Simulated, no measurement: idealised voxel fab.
The following process module bears the name voxel released beams.
Cross-section cut spans 245 nm and uses square cells 5 nm in size.
Just so we're on the same page, the cross-sections are grids of square cells, and they're listed out in bands top to bottom, each band one or more rows deep.
Band: top and bottom heights (nm) first, top before bottom; then materials from left to right, widths in nm. "edge to edge" marks a sole material filling the band edge to edge. "empty" denotes empty space.
The level at which height equals 0 is the one under which the wafer, as it arrives, is entirely one material. No lower edge exists for the bottom band, which continues downward and is notated as in "top 0, no bottom".
Width "30->40": first value at the band's top row of cells, second value at its bottom row, equal change from row to row.
"remained the same" (step): cross-section cells unchanged, all of them.
Look at "Trapped void list" for the closed voids: empty spaces with no open path to the top, sized 8 cells or up. Each is width x height at distance, distance from the left edge, all nm.
Text after the settings on a step's line: the simulator's own remark on that step.
overlay nm: how far to the right of its planned place the mask lay on this masked step (negative: to the left).
# plan
1: RECEIVE, material Si
2: CONFORMAL_DEP, material Al2O3, thk nm 5
3: DIRECTIONAL_DEP, material SiO2, thk nm 15
4: PATTERN, tone open, mask id ANCHOR, material resist, width nm 45, thk nm 15, overlay nm 0
5: DIRECTIONAL_ETCH, etch materials SiO2, depth nm 15
6: STRIP, etch materials resist
7: CONFORMAL_DEP, material W, thk nm 15
8: PATTERN, tone cover, mask id BEAM, material resist, width nm 105, thk nm 20, overlay nm 0
9: DIRECTIONAL_ETCH, etch materials W, depth nm 15
10: STRIP, etch materials resist
11: STRIP, etch materials SiO2
# Cross-section of the wafer at receipt, which is the condition after step 1
	top 0, no bottom | Si edge to edge
	Trapped void list: none
# Post-module cross-section of the first of two wafers (run per plan)
	top 35, bottom 20 | 65 empty, then 20 W, then 15 empty, then 70 W, then 75 empty
	top 20, bottom 5 | 70 empty, then 45 W, then 130 empty
	top 5, bottom 0 | Al2O3 edge to edge
	top 0, no bottom | Si edge to edge
	Trapped void list: none
# Cross-sectional view of the second of two wafers upon completion of the module. This wafer shared its starting condition and process plan with the first; one error was made during its execution
	top 50, bottom 35 | 65 empty, then 105 W, then 75 empty
	top 35, bottom 20 | W edge to edge
	top 20, bottom 5 | 70 SiO2, then 45 W, then 130 SiO2
	top 5, bottom 0 | Al2O3 edge to edge
	top 0, no bottom | Si edge to edge
	Trapped void list: none
Short version of what went wrong: heads up, step 7 of the plan got done twice
Heads up, by the end the second wafer has more or fewer cells of some materials compared to the first: SiO2: 120 more | W: 156 more
